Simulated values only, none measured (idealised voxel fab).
A process module follows: voxel ribs on slabs.
It is cross-section cut that appears here, measuring 155 nm in width, its square cells being 5 nm in size.
Cross-section layout: square cells on a grid; listed as bands, top to bottom; a band spans one or more cell rows.
Look at the band entry: it leads with the top's height and the bottom's height in nm. Then it lists the materials left to right, with a width in nm for each. The word "edge to edge" on a single material says that material fills the band edge to edge. The word "blank" is empty space.
A quick word on heights: they are counted from 0, and under that level the wafer as it came to us is one material throughout. The lowest band is different from the rest in having no bottom; it simply continues downward, written as in "0 nm and below".
Note: "30..40" means the width goes from the first number (top row of the band) to the second number (bottom row) in equal steps per row of cells.
When a step is marked "all unchanged", none of the cells in the cross-section changed during that step.
What "Enclosed void entries" gives you is every empty space of 8 cells or more that is cut off from the top. Each appears as width x height at distance, with the distance taken from the left edge and width, height and distance all in nm.
It should be noted that, on the line of a given step, the content following the step's settings is a remark produced by the simulator itself with respect to that step.
overlay nm: where the mask lay relative to plan, measured to the right, on steps with a mask; negatives go left.

## The process steps that were planned are listed below
- 1: RECEIVE | material Si
- 2: DIRECTIONAL_DEP | material SiO2 | thk nm 20
- 3: DIRECTIONAL_DEP | material SiN | thk nm 20
- 4: DIRECTIONAL_DEP | material aC | thk nm 10
- 5: PATTERN | tone cover | mask id RIB | material resist | width nm 15 | thk nm 25 | overlay nm 0
- 6: DIRECTIONAL_ETCH | etch materials aC | depth nm 10
- 7: STRIP | etch materials resist
- 8: DIRECTIONAL_ETCH | etch materials SiN | depth nm 5
- 9: STRIP | etch materials aC
- 10: MASKED_ETCH | tone cover | mask id SLAB | width nm 65 | etch materials SiN | depth nm 15 | overlay nm 0
- 11: FILL_DEP | material SiO2 | thk nm 25
- 12: CMP | height nm 60
- 13: DIRECTIONAL_DEP | material TiN | thk nm 5
- 14: DIRECTIONAL_DEP | material aC | thk nm 15
- 15: PATTERN | tone cover | mask id HEATER | material resist | width nm 25 | thk nm 35 | overlay nm 0
- 16: DIRECTIONAL_ETCH | etch materials aC | depth nm 15
- 17: STRIP | etch materials resist
- 18: DIRECTIONAL_ETCH | etch materials TiN | depth nm 5
- 19: STRIP | etch materials aC
- 20: CONFORMAL_DEP | material SiN | thk nm 5

## Cross-sectional view of the wafer in its as-received condition, corresponding to the state after step 1
  0 nm and below  Si edge to edge
  Enclosed void entries: none

## As-planned run: cross-section of the first of two wafers at end of module
  70 nm to 65 nm  60 of blank; 35 of SiN; 60 of blank
  65 nm to 60 nm  65 of SiN; 25 of TiN; 65 of SiN
  60 nm to 40 nm  SiO2 edge to edge
  40 nm to 35 nm  70 of SiO2; 15 of SiN; 70 of SiO2
  35 nm to 20 nm  45 of SiO2; 65 of SiN; 45 of SiO2
  20 nm to 0 nm  SiO2 edge to edge
  0 nm and below  Si edge to edge
  Enclosed void entries: none

## Here is the second of the two wafers cut open at the end of the module - same start, same plan as the first one, but we made one mistake running it
  70 nm to 65 nm  60 of blank; 35 of SiN; 60 of blank
  65 nm to 60 nm  65 of SiN; 25 of TiN; 65 of SiN
  60 nm to 40 nm  SiO2 edge to edge
  40 nm to 35 nm  65 of SiO2; 25 of SiN; 65 of SiO2
  35 nm to 20 nm  45 of SiO2; 65 of SiN; 45 of SiO2
  20 nm to 0 nm  SiO2 edge to edge
  0 nm and below  Si edge to edge
  Enclosed void entries: none
Finding, execution versus plan: contrary to plan, step 5 was performed as PATTERN | tone cover | mask id RIB | material resist | width nm 25 | thk nm 25 | overlay nm 0
At the finish, the second wafer shows more or fewer cells for some materials than the first does: SiN: 2 more; SiO2: 2 fewer
